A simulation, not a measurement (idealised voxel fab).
Process module in this document: voxel self aligned contacts
Pictured: cross-section cut, 225 nm wide, on a grid of 5 nm square cells.
Each cross-section below is a grid of square cells, stated as bands in top-down order, with one or more rows of cells making up each band.
Band: top and bottom heights (nm) first, top before bottom; then materials from left to right, widths in nm. "full width" marks a sole material filling the band edge to edge. "air" denotes empty space.
The level at which height equals 0 is the one under which the wafer, as it arrives, is entirely one material. No lower edge exists for the bottom band, which continues downward and is notated as in "top 0, no bottom".
When a width is written as two numbers, as in "30 to 40", the first number is the width in the top row of cells of the band and the second is the width in its bottom row, and the width changes by the same amount from each row to the next.
Basically "left unchanged" means that step didn't change any cell in the cross-section.
What "Closed empty spaces" gives you is every empty space of 8 cells or more that is cut off from the top. Each appears as width x height at distance, with the distance taken from the left edge and width, height and distance all in nm.
If you see something after the settings on a step's line, that's the simulator's own remark about that step.
overlay nm: how far to the right of its planned place the mask lay on this masked step (negative: to the left).
-- List of planned process steps
step 1: RECEIVE | material Si
step 2: CONFORMAL_DEP | material SiO2 | thk nm 5
step 3: DIRECTIONAL_DEP | material polySi | thk nm 20
step 4: DIRECTIONAL_DEP | material SiN | thk nm 20
step 5: PATTERN | tone cover | mask id GATE | material resist | width nm 35 | pitch nm 65 | thk nm 15 | overlay nm 0
step 6: DIRECTIONAL_ETCH | etch materials SiN | depth nm 20
step 7: DIRECTIONAL_ETCH | etch materials polySi | depth nm 20
step 8: STRIP | etch materials resist
step 9: CONFORMAL_DEP | material SiN | thk nm 5
step 10: DIRECTIONAL_ETCH | etch materials SiN | depth nm 5
step 11: FILL_DEP | material SiO2 | thk nm 15
step 12: CMP | height nm 50
step 13: PATTERN | tone open | mask id CONTACT | material resist | width nm 40 | thk nm 15 | overlay nm 0
step 14: DIRECTIONAL_ETCH | etch materials SiO2 | depth nm 50
step 15: STRIP | etch materials resist
step 16: CONFORMAL_DEP | material TiN | thk nm 5
step 17: FILL_DEP | material Ru | thk nm 10
step 18: CMP | height nm 50
step 19: CONFORMAL_DEP | material SiCN | thk nm 5
-- The first of two wafers, run as planned
-- Wafer at receipt (post step 1), cross-section
	top 0, no bottom = Si full width
	Closed empty spaces: none
-- Take a look at the wafer's cross-section after step 2
	top 5, bottom 0 = SiO2 full width
	Rest of section, below 0: as before.
-- Take a look at the wafer's cross-section after step 3
	top 25, bottom 5 = polySi full width
	Rest of section, below 5: as before.
-- Take a look at the wafer's cross-section after step 4
	top 45, bottom 25 = SiN full width
	Rest of section, below 25: as before.
-- Take a look at the wafer's cross-section after step 5
	top 60, bottom 45 = 60 nm air  35 nm resist  30 nm air  35 nm resist  65 nm air
	Rest of section, below 45: as before.
-- Take a look at the wafer's cross-section after step 6
	top 60, bottom 45 = 60 nm air  35 nm resist  30 nm air  35 nm resist  65 nm air
	top 45, bottom 25 = 60 nm air  35 nm SiN  30 nm air  35 nm SiN  65 nm air
	Rest of section, below 25: as before.
-- Take a look at the wafer's cross-section after step 7
	top 60, bottom 45 = 60 nm air  35 nm resist  30 nm air  35 nm resist  65 nm air
	top 45, bottom 25 = 60 nm air  35 nm SiN  30 nm air  35 nm SiN  65 nm air
	top 25, bottom 5 = 60 nm air  35 nm polySi  30 nm air  35 nm polySi  65 nm air
	Rest of section, below 5: as before.
-- Take a look at the wafer's cross-section after step 8
	top 45, bottom 25 = 60 nm air  35 nm SiN  30 nm air  35 nm SiN  65 nm air
	Rest of section, below 25: as before.
-- Take a look at the wafer's cross-section after step 9
	top 50, bottom 25 = 55 nm air  45 nm SiN  20 nm air  45 nm SiN  60 nm air
	top 25, bottom 10 = 55 nm air  5 nm SiN  35 nm polySi  5 nm SiN  20 nm air  5 nm SiN  35 nm polySi  5 nm SiN  60 nm air
	top 10, bottom 5 = 60 nm SiN  35 nm polySi  30 nm SiN  35 nm polySi  65 nm SiN
	Rest of section, below 5: as before.
-- Take a look at the wafer's cross-section after step 10
	top 45, bottom 25 = 55 nm air  45 nm SiN  20 nm air  45 nm SiN  60 nm air
	top 25, bottom 5 = 55 nm air  5 nm SiN  35 nm polySi  5 nm SiN  20 nm air  5 nm SiN  35 nm polySi  5 nm SiN  60 nm air
	Rest of section, below 5: as before.
-- Take a look at the wafer's cross-section after step 11
	top 60, bottom 45 = SiO2 full width
	top 45, bottom 25 = 55 nm SiO2  45 nm SiN  20 nm SiO2  45 nm SiN  60 nm SiO2
	top 25, bottom 5 = 55 nm SiO2  5 nm SiN  35 nm polySi  5 nm SiN  20 nm SiO2  5 nm SiN  35 nm polySi  5 nm SiN  60 nm SiO2
	Rest of section, below 5: as before.
-- Take a look at the wafer's cross-section after step 12
	top 50, bottom 45 = SiO2 full width
	Rest of section, below 45: as before.
-- Take a look at the wafer's cross-section after step 13
	top 65, bottom 50 = 90 nm resist  40 nm air  95 nm resist
	Rest of section, below 50: as before.
-- Take a look at the wafer's cross-section after step 14
	top 65, bottom 50 = 90 nm resist  40 nm air  95 nm resist
	top 50, bottom 45 = 90 nm SiO2  40 nm air  95 nm SiO2
	top 45, bottom 25 = 55 nm SiO2  45 nm SiN  20 nm air  45 nm SiN  60 nm SiO2
	top 25, bottom 5 = 55 nm SiO2  5 nm SiN  35 nm polySi  5 nm SiN  20 nm air  5 nm SiN  35 nm polySi  5 nm SiN  60 nm SiO2
	top 5, bottom 0 = 100 nm SiO2  20 nm air  105 nm SiO2
	Rest of section, below 0: as before.
-- Take a look at the wafer's cross-section after step 15
	top 50, bottom 45 = 90 nm SiO2  40 nm air  95 nm SiO2
	Rest of section, below 45: as before.
-- Take a look at the wafer's cross-section after step 16
	top 55, bottom 50 = 95 nm TiN  30 nm air  100 nm TiN
	top 50, bottom 45 = 90 nm SiO2  15 nm TiN  10 nm air  15 nm TiN  95 nm SiO2
	top 45, bottom 25 = 55 nm SiO2  45 nm SiN  5 nm TiN  10 nm air  5 nm TiN  45 nm SiN  60 nm SiO2
	top 25, bottom 5 = 55 nm SiO2  5 nm SiN  35 nm polySi  5 nm SiN  5 nm TiN  10 nm air  5 nm TiN  5 nm SiN  35 nm polySi  5 nm SiN  60 nm SiO2
	top 5, bottom 0 = 100 nm SiO2  20 nm TiN  105 nm SiO2
	Rest of section, below 0: as before.
-- Take a look at the wafer's cross-section after step 17
	top 65, bottom 55 = Ru full width
	top 55, bottom 50 = 95 nm TiN  30 nm Ru  100 nm TiN
	top 50, bottom 45 = 90 nm SiO2  15 nm TiN  10 nm Ru  15 nm TiN  95 nm SiO2
	top 45, bottom 25 = 55 nm SiO2  45 nm SiN  5 nm TiN  10 nm Ru  5 nm TiN  45 nm SiN  60 nm SiO2
	top 25, bottom 5 = 55 nm SiO2  5 nm SiN  35 nm polySi  5 nm SiN  5 nm TiN  10 nm Ru  5 nm TiN  5 nm SiN  35 nm polySi  5 nm SiN  60 nm SiO2
	Rest of section, below 5: as before.
-- Take a look at the wafer's cross-section after step 18
	top 50, bottom 45 = 90 nm SiO2  15 nm TiN  10 nm Ru  15 nm TiN  95 nm SiO2
	Rest of section, below 45: as before.
-- Take a look at the wafer's cross-section after step 19
	top 55, bottom 50 = SiCN full width
	Rest of section, below 50: as before.
-- Regarding the second of the two wafers: it shared the first wafer's starting condition and process plan, yet one error occurred during its execution. Its history coincides with that of the first wafer up to and including step 12
-- Cross-section, second wafer, at the end time the plan gives for step 13
	top 65, bottom 50 = 85 nm resist  40 nm air  100 nm resist
	Rest of section, below 50: as before.
-- Cross-section, second wafer, at the end time the plan gives for step 14
	top 65, bottom 50 = 85 nm resist  40 nm air  100 nm resist
	top 50, bottom 45 = 85 nm SiO2  40 nm air  100 nm SiO2
	top 45, bottom 25 = 55 nm SiO2  45 nm SiN  20 nm air  45 nm SiN  60 nm SiO2
	top 25, bottom 5 = 55 nm SiO2  5 nm SiN  35 nm polySi  5 nm SiN  20 nm air  5 nm SiN  35 nm polySi  5 nm SiN  60 nm SiO2
	top 5, bottom 0 = 100 nm SiO2  20 nm air  105 nm SiO2
	Rest of section, below 0: as before.
-- Cross-section, second wafer, at the end time the plan gives for step 15
	top 50, bottom 45 = 85 nm SiO2  40 nm air  100 nm SiO2
	Rest of section, below 45: as before.
-- Cross-section, second wafer, at the end time the plan gives for step 16
	top 55, bottom 50 = 90 nm TiN  30 nm air  105 nm TiN
	top 50, bottom 45 = 85 nm SiO2  20 nm TiN  10 nm air  10 nm TiN  100 nm SiO2
	top 45, bottom 25 = 55 nm SiO2  45 nm SiN  5 nm TiN  10 nm air  5 nm TiN  45 nm SiN  60 nm SiO2
	top 25, bottom 5 = 55 nm SiO2  5 nm SiN  35 nm polySi  5 nm SiN  5 nm TiN  10 nm air  5 nm TiN  5 nm SiN  35 nm polySi  5 nm SiN  60 nm SiO2
	top 5, bottom 0 = 100 nm SiO2  20 nm TiN  105 nm SiO2
	Rest of section, below 0: as before.
-- Cross-section, second wafer, at the end time the plan gives for step 17
	top 65, bottom 55 = Ru full width
	top 55, bottom 50 = 90 nm TiN  30 nm Ru  105 nm TiN
	top 50, bottom 45 = 85 nm SiO2  20 nm TiN  10 nm Ru  10 nm TiN  100 nm SiO2
	top 45, bottom 25 = 55 nm SiO2  45 nm SiN  5 nm TiN  10 nm Ru  5 nm TiN  45 nm SiN  60 nm SiO2
	top 25, bottom 5 = 55 nm SiO2  5 nm SiN  35 nm polySi  5 nm SiN  5 nm TiN  10 nm Ru  5 nm TiN  5 nm SiN  35 nm polySi  5 nm SiN  60 nm SiO2
	Rest of section, below 5: as before.
-- Cross-section, second wafer, at the end time the plan gives for step 18
	top 50, bottom 45 = 85 nm SiO2  20 nm TiN  10 nm Ru  10 nm TiN  100 nm SiO2
	Rest of section, below 45: as before.
-- Cross-section, second wafer, at the end time the plan gives for step 19
	top 55, bottom 50 = SiCN full width
	Rest of section, below 50: as before.
What was done differently from what was planned? step 13: run off-plan, actual operation and settings PATTERN | tone open | mask id CONTACT | material resist | width nm 40 | thk nm 15 | overlay nm -5
Both wafers, final: cells per material equal; arrangement not.
